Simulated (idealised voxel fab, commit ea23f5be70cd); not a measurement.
Presented below is a process module, voxel tone inversion.
cross-section cut | 270 nm wide | cells 5 nm
Cross-section = grid of square cells, listed top down in bands; band = one or more rows.
Top, bottom (nm), then materials left to right with widths (nm); lone material tagged "all across" fills the whole band edge to edge; "air" = empty space.
Height reference: 0 = level under which incoming wafer is all one material. Lowest band: no bottom, runs on downward, e.g. "0 -> down".
A width such as "30->40" changes by the same amount from each row of cells to the next, from the band's top row to its bottom row.
"nothing got changed" means the step left every cell of the cross-section as it was.
Closed-off voids of 8+ cells (no open route to the top) go in "Entrapped voids", written width x height at distance from the left edge, in nm.
Heads up: the bit after the settings on a step's line is the simulator's remark on that step.
For masked steps, "overlay nm" on the step line gives how far right of plan the mask actually lay; a minus sign means it lay to the left.

**The process steps that were planned are listed below**
| 1 | op RECEIVE | material Si |
| 2 | op CONFORMAL_DEP | material SiCN | thk nm 5 |
| 3 | op DIRECTIONAL_DEP | material polySi | thk nm 15 |
| 4 | op PATTERN | tone cover | mask id POSTS | material resist | width nm 25 | pitch nm 45 | thk nm 25 | overlay nm 0 |
| 5 | op DIRECTIONAL_ETCH | etch materials polySi | depth nm 15 |
| 6 | op STRIP | etch materials resist |
| 7 | op FILL_DEP | material lowk | thk nm 5 |
| 8 | op CMP | height nm 20 |
| 9 | op STRIP | etch materials polySi |

**The first wafer of two, processed as planned**

**Wafer cross-section on receipt, i.e. after step 1**
    0 -> down: Si all across
    Entrapped voids: none

**Cross-sectional representation of the wafer at the conclusion of step 2**
    5 -> 0: SiCN all across
    For the remainder of the cross-section, below 0, there is no change.

**Cross-sectional representation of the wafer at the conclusion of step 3**
    20 -> 5: polySi all across
    For the remainder of the cross-section, below 5, there is no change.

**Cross-sectional representation of the wafer at the conclusion of step 4**
    45 -> 20: 75 air  25 resist  20 air  25 resist  20 air  25 resist  80 air
    For the remainder of the cross-section, below 20, there is no change.

**Cross-sectional representation of the wafer at the conclusion of step 5**
    45 -> 20: 75 air  25 resist  20 air  25 resist  20 air  25 resist  80 air
    20 -> 5: 75 air  25 polySi  20 air  25 polySi  20 air  25 polySi  80 air
    For the remainder of the cross-section, below 5, there is no change.

**Cross-sectional representation of the wafer at the conclusion of step 6**
    20 -> 5: 75 air  25 polySi  20 air  25 polySi  20 air  25 polySi  80 air
    For the remainder of the cross-section, below 5, there is no change.

**Cross-sectional representation of the wafer at the conclusion of step 7**
    25 -> 20: lowk all across
    20 -> 5: 75 lowk  25 polySi  20 lowk  25 polySi  20 lowk  25 polySi  80 lowk
    For the remainder of the cross-section, below 5, there is no change.

**Cross-sectional representation of the wafer at the conclusion of step 8**
    20 -> 5: 75 lowk  25 polySi  20 lowk  25 polySi  20 lowk  25 polySi  80 lowk
    For the remainder of the cross-section, below 5, there is no change.

**Cross-sectional representation of the wafer at the conclusion of step 9**
    20 -> 5: 75 lowk  25 air  20 lowk  25 air  20 lowk  25 air  80 lowk
    For the remainder of the cross-section, below 5, there is no change.

**For the second wafer, take the first wafer's start and plan, then add one mistake made in running it; everything through step 8, that step included, is shared with the first**

**when step 9 should have ended**
    20 -> 5: 75 lowk  25 air  20 lowk  25 air  20 lowk  25 air  80 lowk
    For the remainder of the cross-section, below 5, there is no change.
So what did we get wrong on this run? execution of plan step 9 occurred twice
The two wafers wind up with the same cross-section at the end, so whatever this model computes is the same despite the mistake.
